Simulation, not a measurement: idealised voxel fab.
The process module that follows is named voxel wiring stack.
Shown is cross-section cut, with a width of 160 nm and square cells of size 5 nm.
How to read a cross-section here: the picture is a grid of square cells, written as bands going from the top down, and any band can span one or more rows of cells.
Band: top height; bottom height; in nm. Then, left to right: material with width in nm, for each material. "full width": a single material spanning edge to edge. "empty": empty space.
Measure heights from 0. That's the level where, below it, the as-received wafer is all one material. The lowest band is bottomless and extends downward; write it as in "z 0 and below".
It should be noted that a width expressed as "30->40" varies in equal increments from row to row of cells within the band, taking the value of the first number at the top row and that of the second number at the bottom row.
"remained unchanged" (step): cross-section cells unchanged, all of them.
Basically, "Voids, fully enclosed" tells you about the enclosed voids: empty spaces with no open way to the top, 8 cells or bigger, each written width x height at distance, where distance is from the left edge, all in nm.
Step line, after settings: the simulator's comment on this step.
Regarding "overlay nm": on a step with a mask, it is the distance the mask lay to the right of its planned place; a negative value places it to the left.
Set out below are the planned steps of the process
1: RECEIVE (material Si)
2: CONFORMAL_DEP (material SiO2; thk nm 15)
3: DIRECTIONAL_DEP (material TiN; thk nm 5)
4: DIRECTIONAL_DEP (material W; thk nm 15)
5: DIRECTIONAL_DEP (material aC; thk nm 10)
6: PATTERN (tone cover; mask id METAL_1; material resist; width nm 20; pitch nm 45; thk nm 25; overlay nm 0)
7: DIRECTIONAL_ETCH (etch materials aC; depth nm 10)
8: STRIP (etch materials resist)
9: DIRECTIONAL_ETCH (etch materials W; depth nm 15)
10: DIRECTIONAL_ETCH (etch materials TiN; depth nm 5)
11: STRIP (etch materials aC)
12: CONFORMAL_DEP (material SiN; thk nm 5)
13: FILL_DEP (material lowk; thk nm 10)
14: CMP (height nm 35)
15: CONFORMAL_DEP (material SiCN; thk nm 5)
16: DIRECTIONAL_DEP (material lowk; thk nm 20)
17: PATTERN (tone open; mask id PLUG_1; material resist; width nm 15; thk nm 15; overlay nm 0)
18: DIRECTIONAL_ETCH (etch materials lowk; depth nm 20)
19: DIRECTIONAL_ETCH (etch materials SiCN; depth nm 5)
20: STRIP (etch materials resist)
21: CONFORMAL_DEP (material TiN; thk nm 5)
22: FILL_DEP (material W; thk nm 5)
23: CMP (height nm 60)
24: CONFORMAL_DEP (material SiN; thk nm 5)
25: DIRECTIONAL_DEP (material lowk; thk nm 20)
26: PATTERN (tone open; mask id METAL_2; material resist; width nm 20; pitch nm 45; thk nm 15; overlay nm 0)
27: DIRECTIONAL_ETCH (etch materials lowk; depth nm 20)
28: DIRECTIONAL_ETCH (etch materials SiN; depth nm 5)
29: STRIP (etch materials resist)
30: CONFORMAL_DEP (material TiN; thk nm 5)
31: FILL_DEP (material Ru; thk nm 5)
32: CMP (height nm 85)
33: CONFORMAL_DEP (material SiCN; thk nm 5)
34: DIRECTIONAL_DEP (material lowk; thk nm 10)
35: MASKED_ETCH (tone open; mask id PLUG_2; width nm 15; pitch nm 45; etch materials lowk; depth nm 10; overlay nm 0)
36: MASKED_ETCH (tone open; mask id PLUG_2; width nm 15; pitch nm 45; etch materials SiCN; depth nm 5; overlay nm 0)
37: EPI (material Ru; thk nm 10)
38: EPI (material Ru; thk nm 5)
39: CONFORMAL_DEP (material SiCN; thk nm 5)
40: DIRECTIONAL_DEP (material SiO2; thk nm 20)
41: PATTERN (tone open; mask id METAL_3; material resist; width nm 20; pitch nm 45; thk nm 20; overlay nm 0)
42: DIRECTIONAL_ETCH (etch materials SiO2; depth nm 20)
43: DIRECTIONAL_ETCH (etch materials SiCN; depth nm 5)
44: STRIP (etch materials resist)
45: CONFORMAL_DEP (material TiN; thk nm 5)
46: FILL_DEP (material Cu; thk nm 5)
47: CMP (height nm 125)
48: EPI (material Ru; thk nm 5)
49: FILL_DEP (material SiCN; thk nm 5)
On the first of the two wafers: run conducted according to plan
Cross-section of the wafer at receipt, which is the condition after step 1
    z 0 and below  Si full width
    Voids, fully enclosed: none
Cross-section of the wafer subsequent to step 2
    z 15 to 0  SiO2 full width
    At heights below 0, the structure remains unaltered.
Cross-section of the wafer subsequent to step 3
    z 20 to 15  TiN full width
    At heights below 15, the structure remains unaltered.
Cross-section of the wafer subsequent to step 4
    z 35 to 20  W full width
    At heights below 20, the structure remains unaltered.
Cross-section of the wafer subsequent to step 5
    z 45 to 35  aC full width
    At heights below 35, the structure remains unaltered.
Cross-section of the wafer subsequent to step 6
    z 70 to 45  45 nm empty; 20 nm resist; 25 nm empty; 20 nm resist; 50 nm empty
    At heights below 45, the structure remains unaltered.
Cross-section of the wafer subsequent to step 7
    z 60 to 45  45 nm empty; 20 nm resist; 25 nm empty; 20 nm resist; 50 nm empty
    z 45 to 35  45 nm empty; 20 nm aC; 25 nm empty; 20 nm aC; 50 nm empty
    At heights below 35, the structure remains unaltered.
Cross-section of the wafer subsequent to step 8
    z 45 to 35  45 nm empty; 20 nm aC; 25 nm empty; 20 nm aC; 50 nm empty
    At heights below 35, the structure remains unaltered.
Cross-section of the wafer subsequent to step 9
    z 45 to 35  45 nm empty; 20 nm aC; 25 nm empty; 20 nm aC; 50 nm empty
    z 35 to 20  45 nm empty; 20 nm W; 25 nm empty; 20 nm W; 50 nm empty
    At heights below 20, the structure remains unaltered.
Cross-section of the wafer subsequent to step 10
    z 45 to 35  45 nm empty; 20 nm aC; 25 nm empty; 20 nm aC; 50 nm empty
    z 35 to 20  45 nm empty; 20 nm W; 25 nm empty; 20 nm W; 50 nm empty
    z 20 to 15  45 nm empty; 20 nm TiN; 25 nm empty; 20 nm TiN; 50 nm empty
    At heights below 15, the structure remains unaltered.
Cross-section of the wafer subsequent to step 11
    z 35 to 20  45 nm empty; 20 nm W; 25 nm empty; 20 nm W; 50 nm empty
    At heights below 20, the structure remains unaltered.
Cross-section of the wafer subsequent to step 12
    z 40 to 35  40 nm empty; 30 nm SiN; 15 nm empty; 30 nm SiN; 45 nm empty
    z 35 to 20  40 nm empty; 5 nm SiN; 20 nm W; 5 nm SiN; 15 nm empty; 5 nm SiN; 20 nm W; 5 nm SiN; 45 nm empty
    z 20 to 15  45 nm SiN; 20 nm TiN; 25 nm SiN; 20 nm TiN; 50 nm SiN
    At heights below 15, the structure remains unaltered.
Cross-section of the wafer subsequent to step 13
    z 50 to 40  lowk full width
    z 40 to 35  40 nm lowk; 30 nm SiN; 15 nm lowk; 30 nm SiN; 45 nm lowk
    z 35 to 20  40 nm lowk; 5 nm SiN; 20 nm W; 5 nm SiN; 15 nm lowk; 5 nm SiN; 20 nm W; 5 nm SiN; 45 nm lowk
    At heights below 20, the structure remains unaltered.
Cross-section of the wafer subsequent to step 14
    z 35 to 20  40 nm lowk; 5 nm SiN; 20 nm W; 5 nm SiN; 15 nm lowk; 5 nm SiN; 20 nm W; 5 nm SiN; 45 nm lowk
    At heights below 20, the structure remains unaltered.
Cross-section of the wafer subsequent to step 15
    z 40 to 35  SiCN full width
    At heights below 35, the structure remains unaltered.
Cross-section of the wafer subsequent to step 16
    z 60 to 40  lowk full width
    At heights below 40, the structure remains unaltered.
Cross-section of the wafer subsequent to step 17
    z 75 to 60  45 nm resist; 15 nm empty; 100 nm resist
    At heights below 60, the structure remains unaltered.
Cross-section of the wafer subsequent to step 18
    z 75 to 60  45 nm resist; 15 nm empty; 100 nm resist
    z 60 to 40  45 nm lowk; 15 nm empty; 100 nm lowk
    At heights below 40, the structure remains unaltered.
Cross-section of the wafer subsequent to step 19
    z 75 to 60  45 nm resist; 15 nm empty; 100 nm resist
    z 60 to 40  45 nm lowk; 15 nm empty; 100 nm lowk
    z 40 to 35  45 nm SiCN; 15 nm empty; 100 nm SiCN
    At heights below 35, the structure remains unaltered.
Cross-section of the wafer subsequent to step 20
    z 60 to 40  45 nm lowk; 15 nm empty; 100 nm lowk
    At heights below 40, the structure remains unaltered.
Cross-section of the wafer subsequent to step 21
    z 65 to 60  50 nm TiN; 5 nm empty; 105 nm TiN
    z 60 to 40  45 nm lowk; 5 nm TiN; 5 nm empty; 5 nm TiN; 100 nm lowk
    z 40 to 35  45 nm SiCN; 15 nm TiN; 100 nm SiCN
    At heights below 35, the structure remains unaltered.
Cross-section of the wafer subsequent to step 22
    z 70 to 65  W full width
    z 65 to 60  50 nm TiN; 5 nm W; 105 nm TiN
    z 60 to 40  45 nm lowk; 5 nm TiN; 5 nm W; 5 nm TiN; 100 nm lowk
    At heights below 40, the structure remains unaltered.
Cross-section of the wafer subsequent to step 23
    z 60 to 40  45 nm lowk; 5 nm TiN; 5 nm W; 5 nm TiN; 100 nm lowk
    At heights below 40, the structure remains unaltered.
Cross-section of the wafer subsequent to step 24
    z 65 to 60  SiN full width
    At heights below 60, the structure remains unaltered.
Cross-section of the wafer subsequent to step 25
    z 85 to 65  lowk full width
    At heights below 65, the structure remains unaltered.
Cross-section of the wafer subsequent to step 26
    z 100 to 85  45 nm resist; 20 nm empty; 25 nm resist; 20 nm empty; 50 nm resist
    At heights below 85, the structure remains unaltered.
Cross-section of the wafer subsequent to step 27
    z 100 to 85  45 nm resist; 20 nm empty; 25 nm resist; 20 nm empty; 50 nm resist
    z 85 to 65  45 nm lowk; 20 nm empty; 25 nm lowk; 20 nm empty; 50 nm lowk
    At heights below 65, the structure remains unaltered.
Cross-section of the wafer subsequent to step 28
    z 100 to 85  45 nm resist; 20 nm empty; 25 nm resist; 20 nm empty; 50 nm resist
    z 85 to 65  45 nm lowk; 20 nm empty; 25 nm lowk; 20 nm empty; 50 nm lowk
    z 65 to 60  45 nm SiN; 20 nm empty; 25 nm SiN; 20 nm empty; 50 nm SiN
    At heights below 60, the structure remains unaltered.
Cross-section of the wafer subsequent to step 29
    z 85 to 65  45 nm lowk; 20 nm empty; 25 nm lowk; 20 nm empty; 50 nm lowk
    At heights below 65, the structure remains unaltered.
Cross-section of the wafer subsequent to step 30
    z 90 to 85  50 nm TiN; 10 nm empty; 35 nm TiN; 10 nm empty; 55 nm TiN
    z 85 to 65  45 nm lowk; 5 nm TiN; 10 nm empty; 5 nm TiN; 25 nm lowk; 5 nm TiN; 10 nm empty; 5 nm TiN; 50 nm lowk
    z 65 to 60  45 nm SiN; 20 nm TiN; 25 nm SiN; 20 nm TiN; 50 nm SiN
    At heights below 60, the structure remains unaltered.
Cross-section of the wafer subsequent to step 31
    z 95 to 90  Ru full width
    z 90 to 85  50 nm TiN; 10 nm Ru; 35 nm TiN; 10 nm Ru; 55 nm TiN
    z 85 to 65  45 nm lowk; 5 nm TiN; 10 nm Ru; 5 nm TiN; 25 nm lowk; 5 nm TiN; 10 nm Ru; 5 nm TiN; 50 nm lowk
    At heights below 65, the structure remains unaltered.
Cross-section of the wafer subsequent to step 32
    z 85 to 65  45 nm lowk; 5 nm TiN; 10 nm Ru; 5 nm TiN; 25 nm lowk; 5 nm TiN; 10 nm Ru; 5 nm TiN; 50 nm lowk
    At heights below 65, the structure remains unaltered.
Cross-section of the wafer subsequent to step 33
    z 90 to 85  SiCN full width
    At heights below 85, the structure remains unaltered.
Cross-section of the wafer subsequent to step 34
    z 100 to 90  lowk full width
    At heights below 90, the structure remains unaltered.
Cross-section of the wafer subsequent to step 35
    z 100 to 90  45 nm lowk; 15 nm empty; 30 nm lowk; 15 nm empty; 55 nm lowk
    At heights below 90, the structure remains unaltered.
Cross-section of the wafer subsequent to step 36
    z 100 to 90  45 nm lowk; 15 nm empty; 30 nm lowk; 15 nm empty; 55 nm lowk
    z 90 to 85  45 nm SiCN; 15 nm empty; 30 nm SiCN; 15 nm empty; 55 nm SiCN
    At heights below 85, the structure remains unaltered.
Cross-section of the wafer subsequent to step 37
    z 100 to 95  45 nm lowk; 15 nm empty; 30 nm lowk; 15 nm empty; 55 nm lowk
    z 95 to 90  45 nm lowk; 15 nm Ru; 30 nm lowk; 15 nm Ru; 55 nm lowk
    z 90 to 85  45 nm SiCN; 15 nm Ru; 30 nm SiCN; 15 nm Ru; 55 nm SiCN
    At heights below 85, the structure remains unaltered.
Cross-section of the wafer subsequent to step 38
    z 100 to 90  45 nm lowk; 15 nm Ru; 30 nm lowk; 15 nm Ru; 55 nm lowk
    At heights below 90, the structure remains unaltered.
Cross-section of the wafer subsequent to step 39
    z 105 to 100  SiCN full width
    At heights below 100, the structure remains unaltered.
Cross-section of the wafer subsequent to step 40
    z 125 to 105  SiO2 full width
    At heights below 105, the structure remains unaltered.
Cross-section of the wafer subsequent to step 41
    z 145 to 125  45 nm resist; 20 nm empty; 25 nm resist; 20 nm empty; 50 nm resist
    At heights below 125, the structure remains unaltered.
Cross-section of the wafer subsequent to step 42
    z 145 to 125  45 nm resist; 20 nm empty; 25 nm resist; 20 nm empty; 50 nm resist
    z 125 to 105  45 nm SiO2; 20 nm empty; 25 nm SiO2; 20 nm empty; 50 nm SiO2
    At heights below 105, the structure remains unaltered.
Cross-section of the wafer subsequent to step 43
    z 145 to 125  45 nm resist; 20 nm empty; 25 nm resist; 20 nm empty; 50 nm resist
    z 125 to 105  45 nm SiO2; 20 nm empty; 25 nm SiO2; 20 nm empty; 50 nm SiO2
    z 105 to 100  45 nm SiCN; 20 nm empty; 25 nm SiCN; 20 nm empty; 50 nm SiCN
    At heights below 100, the structure remains unaltered.
Cross-section of the wafer subsequent to step 44
    z 125 to 105  45 nm SiO2; 20 nm empty; 25 nm SiO2; 20 nm empty; 50 nm SiO2
    At heights below 105, the structure remains unaltered.
Cross-section of the wafer subsequent to step 45
    z 130 to 125  50 nm TiN; 10 nm empty; 35 nm TiN; 10 nm empty; 55 nm TiN
    z 125 to 105  45 nm SiO2; 5 nm TiN; 10 nm empty; 5 nm TiN; 25 nm SiO2; 5 nm TiN; 10 nm empty; 5 nm TiN; 50 nm SiO2
    z 105 to 100  45 nm SiCN; 20 nm TiN; 25 nm SiCN; 20 nm TiN; 50 nm SiCN
    At heights below 100, the structure remains unaltered.
Cross-section of the wafer subsequent to step 46
    z 135 to 130  Cu full width
    z 130 to 125  50 nm TiN; 10 nm Cu; 35 nm TiN; 10 nm Cu; 55 nm TiN
    z 125 to 105  45 nm SiO2; 5 nm TiN; 10 nm Cu; 5 nm TiN; 25 nm SiO2; 5 nm TiN; 10 nm Cu; 5 nm TiN; 50 nm SiO2
    At heights below 105, the structure remains unaltered.
Cross-section of the wafer subsequent to step 47
    z 125 to 105  45 nm SiO2; 5 nm TiN; 10 nm Cu; 5 nm TiN; 25 nm SiO2; 5 nm TiN; 10 nm Cu; 5 nm TiN; 50 nm SiO2
    At heights below 105, the structure remains unaltered.
Cross-section of the wafer subsequent to step 48
    z 130 to 125  40 nm empty; 30 nm Ru; 15 nm empty; 30 nm Ru; 45 nm empty
    At heights below 125, the structure remains unaltered.
Cross-section of the wafer subsequent to step 49
    z 135 to 130  SiCN full width
    z 130 to 125  40 nm SiCN; 30 nm Ru; 15 nm SiCN; 30 nm Ru; 45 nm SiCN
    At heights below 125, the structure remains unaltered.
Wafer two of the pair: same origin, same plan, one error during the run; identical to wafer one up to and including step 2
Second wafer at the planned finish of step 3, seen in cross-section
    z 30 to 15  W full width
    At heights below 15, the structure remains unaltered.
Second wafer at the planned finish of step 4, seen in cross-section
    z 35 to 30  TiN full width
    At heights below 30, the structure remains unaltered.
Second wafer at the planned finish of step 5, seen in cross-section
    z 45 to 35  aC full width
    At heights below 35, the structure remains unaltered.
Second wafer at the planned finish of step 6, seen in cross-section
    z 70 to 45  45 nm empty; 20 nm resist; 25 nm empty; 20 nm resist; 50 nm empty
    At heights below 45, the structure remains unaltered.
Second wafer at the planned finish of step 7, seen in cross-section
    z 60 to 45  45 nm empty; 20 nm resist; 25 nm empty; 20 nm resist; 50 nm empty
    z 45 to 35  45 nm empty; 20 nm aC; 25 nm empty; 20 nm aC; 50 nm empty
    At heights below 35, the structure remains unaltered.
Second wafer at the planned finish of step 8, seen in cross-section
    z 45 to 35  45 nm empty; 20 nm aC; 25 nm empty; 20 nm aC; 50 nm empty
    At heights below 35, the structure remains unaltered.
Second wafer at the planned finish of step 9, seen in cross-section: remained unchanged
Second wafer at the planned finish of step 10, seen in cross-section
    z 45 to 35  45 nm empty; 20 nm aC; 25 nm empty; 20 nm aC; 50 nm empty
    z 35 to 30  45 nm empty; 20 nm TiN; 25 nm empty; 20 nm TiN; 50 nm empty
    At heights below 30, the structure remains unaltered.
Second wafer at the planned finish of step 11, seen in cross-section
    z 35 to 30  45 nm empty; 20 nm TiN; 25 nm empty; 20 nm TiN; 50 nm empty
    At heights below 30, the structure remains unaltered.
Second wafer at the planned finish of step 12, seen in cross-section
    z 40 to 35  40 nm empty; 30 nm SiN; 15 nm empty; 30 nm SiN; 45 nm empty
    z 35 to 30  45 nm SiN; 20 nm TiN; 25 nm SiN; 20 nm TiN; 50 nm SiN
    At heights below 30, the structure remains unaltered.
Second wafer at the planned finish of step 13, seen in cross-section
    z 50 to 40  lowk full width
    z 40 to 35  40 nm lowk; 30 nm SiN; 15 nm lowk; 30 nm SiN; 45 nm lowk
    At heights below 35, the structure remains unaltered.
Second wafer at the planned finish of step 14, seen in cross-section
    z 35 to 30  45 nm SiN; 20 nm TiN; 25 nm SiN; 20 nm TiN; 50 nm SiN
    At heights below 30, the structure remains unaltered.
Second wafer at the planned finish of step 15, seen in cross-section
    z 40 to 35  SiCN full width
    At heights below 35, the structure remains unaltered.
Second wafer at the planned finish of step 16, seen in cross-section
    z 60 to 40  lowk full width
    At heights below 40, the structure remains unaltered.
Second wafer at the planned finish of step 17, seen in cross-section
    z 75 to 60  45 nm resist; 15 nm empty; 100 nm resist
    At heights below 60, the structure remains unaltered.
Second wafer at the planned finish of step 18, seen in cross-section
    z 75 to 60  45 nm resist; 15 nm empty; 100 nm resist
    z 60 to 40  45 nm lowk; 15 nm empty; 100 nm lowk
    At heights below 40, the structure remains unaltered.
Second wafer at the planned finish of step 19, seen in cross-section
    z 75 to 60  45 nm resist; 15 nm empty; 100 nm resist
    z 60 to 40  45 nm lowk; 15 nm empty; 100 nm lowk
    z 40 to 35  45 nm SiCN; 15 nm empty; 100 nm SiCN
    At heights below 35, the structure remains unaltered.
Second wafer at the planned finish of step 20, seen in cross-section
    z 60 to 40  45 nm lowk; 15 nm empty; 100 nm lowk
    At heights below 40, the structure remains unaltered.
Second wafer at the planned finish of step 21, seen in cross-section
    z 65 to 60  50 nm TiN; 5 nm empty; 105 nm TiN
    z 60 to 40  45 nm lowk; 5 nm TiN; 5 nm empty; 5 nm TiN; 100 nm lowk
    z 40 to 35  45 nm SiCN; 15 nm TiN; 100 nm SiCN
    At heights below 35, the structure remains unaltered.
Second wafer at the planned finish of step 22, seen in cross-section
    z 70 to 65  W full width
    z 65 to 60  50 nm TiN; 5 nm W; 105 nm TiN
    z 60 to 40  45 nm lowk; 5 nm TiN; 5 nm W; 5 nm TiN; 100 nm lowk
    At heights below 40, the structure remains unaltered.
Second wafer at the planned finish of step 23, seen in cross-section
    z 60 to 40  45 nm lowk; 5 nm TiN; 5 nm W; 5 nm TiN; 100 nm lowk
    At heights below 40, the structure remains unaltered.
Second wafer at the planned finish of step 24, seen in cross-section
    z 65 to 60  SiN full width
    At heights below 60, the structure remains unaltered.
Second wafer at the planned finish of step 25, seen in cross-section
    z 85 to 65  lowk full width
    At heights below 65, the structure remains unaltered.
Second wafer at the planned finish of step 26, seen in cross-section
    z 100 to 85  45 nm resist; 20 nm empty; 25 nm resist; 20 nm empty; 50 nm resist
    At heights below 85, the structure remains unaltered.
Second wafer at the planned finish of step 27, seen in cross-section
    z 100 to 85  45 nm resist; 20 nm empty; 25 nm resist; 20 nm empty; 50 nm resist
    z 85 to 65  45 nm lowk; 20 nm empty; 25 nm lowk; 20 nm empty; 50 nm lowk
    At heights below 65, the structure remains unaltered.
Second wafer at the planned finish of step 28, seen in cross-section
    z 100 to 85  45 nm resist; 20 nm empty; 25 nm resist; 20 nm empty; 50 nm resist
    z 85 to 65  45 nm lowk; 20 nm empty; 25 nm lowk; 20 nm empty; 50 nm lowk
    z 65 to 60  45 nm SiN; 20 nm empty; 25 nm SiN; 20 nm empty; 50 nm SiN
    At heights below 60, the structure remains unaltered.
Second wafer at the planned finish of step 29, seen in cross-section
    z 85 to 65  45 nm lowk; 20 nm empty; 25 nm lowk; 20 nm empty; 50 nm lowk
    At heights below 65, the structure remains unaltered.
Second wafer at the planned finish of step 30, seen in cross-section
    z 90 to 85  50 nm TiN; 10 nm empty; 35 nm TiN; 10 nm empty; 55 nm TiN
    z 85 to 65  45 nm lowk; 5 nm TiN; 10 nm empty; 5 nm TiN; 25 nm lowk; 5 nm TiN; 10 nm empty; 5 nm TiN; 50 nm lowk
    z 65 to 60  45 nm SiN; 20 nm TiN; 25 nm SiN; 20 nm TiN; 50 nm SiN
    At heights below 60, the structure remains unaltered.
Second wafer at the planned finish of step 31, seen in cross-section
    z 95 to 90  Ru full width
    z 90 to 85  50 nm TiN; 10 nm Ru; 35 nm TiN; 10 nm Ru; 55 nm TiN
    z 85 to 65  45 nm lowk; 5 nm TiN; 10 nm Ru; 5 nm TiN; 25 nm lowk; 5 nm TiN; 10 nm Ru; 5 nm TiN; 50 nm lowk
    At heights below 65, the structure remains unaltered.
Second wafer at the planned finish of step 32, seen in cross-section
    z 85 to 65  45 nm lowk; 5 nm TiN; 10 nm Ru; 5 nm TiN; 25 nm lowk; 5 nm TiN; 10 nm Ru; 5 nm TiN; 50 nm lowk
    At heights below 65, the structure remains unaltered.
Second wafer at the planned finish of step 33, seen in cross-section
    z 90 to 85  SiCN full width
    At heights below 85, the structure remains unaltered.
Second wafer at the planned finish of step 34, seen in cross-section
    z 100 to 90  lowk full width
    At heights below 90, the structure remains unaltered.
Second wafer at the planned finish of step 35, seen in cross-section
    z 100 to 90  45 nm lowk; 15 nm empty; 30 nm lowk; 15 nm empty; 55 nm lowk
    At heights below 90, the structure remains unaltered.
Second wafer at the planned finish of step 36, seen in cross-section
    z 100 to 90  45 nm lowk; 15 nm empty; 30 nm lowk; 15 nm empty; 55 nm lowk
    z 90 to 85  45 nm SiCN; 15 nm empty; 30 nm SiCN; 15 nm empty; 55 nm SiCN
    At heights below 85, the structure remains unaltered.
Second wafer at the planned finish of step 37, seen in cross-section
    z 100 to 95  45 nm lowk; 15 nm empty; 30 nm lowk; 15 nm empty; 55 nm lowk
    z 95 to 90  45 nm lowk; 15 nm Ru; 30 nm lowk; 15 nm Ru; 55 nm lowk
    z 90 to 85  45 nm SiCN; 15 nm Ru; 30 nm SiCN; 15 nm Ru; 55 nm SiCN
    At heights below 85, the structure remains unaltered.
Second wafer at the planned finish of step 38, seen in cross-section
    z 100 to 90  45 nm lowk; 15 nm Ru; 30 nm lowk; 15 nm Ru; 55 nm lowk
    At heights below 90, the structure remains unaltered.
Second wafer at the planned finish of step 39, seen in cross-section
    z 105 to 100  SiCN full width
    At heights below 100, the structure remains unaltered.
Second wafer at the planned finish of step 40, seen in cross-section
    z 125 to 105  SiO2 full width
    At heights below 105, the structure remains unaltered.
Second wafer at the planned finish of step 41, seen in cross-section
    z 145 to 125  45 nm resist; 20 nm empty; 25 nm resist; 20 nm empty; 50 nm resist
    At heights below 125, the structure remains unaltered.
Second wafer at the planned finish of step 42, seen in cross-section
    z 145 to 125  45 nm resist; 20 nm empty; 25 nm resist; 20 nm empty; 50 nm resist
    z 125 to 105  45 nm SiO2; 20 nm empty; 25 nm SiO2; 20 nm empty; 50 nm SiO2
    At heights below 105, the structure remains unaltered.
Second wafer at the planned finish of step 43, seen in cross-section
    z 145 to 125  45 nm resist; 20 nm empty; 25 nm resist; 20 nm empty; 50 nm resist
    z 125 to 105  45 nm SiO2; 20 nm empty; 25 nm SiO2; 20 nm empty; 50 nm SiO2
    z 105 to 100  45 nm SiCN; 20 nm empty; 25 nm SiCN; 20 nm empty; 50 nm SiCN
    At heights below 100, the structure remains unaltered.
Second wafer at the planned finish of step 44, seen in cross-section
    z 125 to 105  45 nm SiO2; 20 nm empty; 25 nm SiO2; 20 nm empty; 50 nm SiO2
    At heights below 105, the structure remains unaltered.
Second wafer at the planned finish of step 45, seen in cross-section
    z 130 to 125  50 nm TiN; 10 nm empty; 35 nm TiN; 10 nm empty; 55 nm TiN
    z 125 to 105  45 nm SiO2; 5 nm TiN; 10 nm empty; 5 nm TiN; 25 nm SiO2; 5 nm TiN; 10 nm empty; 5 nm TiN; 50 nm SiO2
    z 105 to 100  45 nm SiCN; 20 nm TiN; 25 nm SiCN; 20 nm TiN; 50 nm SiCN
    At heights below 100, the structure remains unaltered.
Second wafer at the planned finish of step 46, seen in cross-section
    z 135 to 130  Cu full width
    z 130 to 125  50 nm TiN; 10 nm Cu; 35 nm TiN; 10 nm Cu; 55 nm TiN
    z 125 to 105  45 nm SiO2; 5 nm TiN; 10 nm Cu; 5 nm TiN; 25 nm SiO2; 5 nm TiN; 10 nm Cu; 5 nm TiN; 50 nm SiO2
    At heights below 105, the structure remains unaltered.
Second wafer at the planned finish of step 47, seen in cross-section
    z 125 to 105  45 nm SiO2; 5 nm TiN; 10 nm Cu; 5 nm TiN; 25 nm SiO2; 5 nm TiN; 10 nm Cu; 5 nm TiN; 50 nm SiO2
    At heights below 105, the structure remains unaltered.
Second wafer at the planned finish of step 48, seen in cross-section
    z 130 to 125  40 nm empty; 30 nm Ru; 15 nm empty; 30 nm Ru; 45 nm empty
    At heights below 125, the structure remains unaltered.
Second wafer at the planned finish of step 49, seen in cross-section
    z 135 to 130  SiCN full width
    z 130 to 125  40 nm SiCN; 30 nm Ru; 15 nm SiCN; 30 nm Ru; 45 nm SiCN
    At heights below 125, the structure remains unaltered.
Short version of what went wrong: step 3 ran in the slot meant for step 4, and vice versa
Looking at both finished wafers in cells, the second ends up ahead of or behind the first on some materials: 12 fewer of SiN, 72 more of W, 60 fewer of lowk
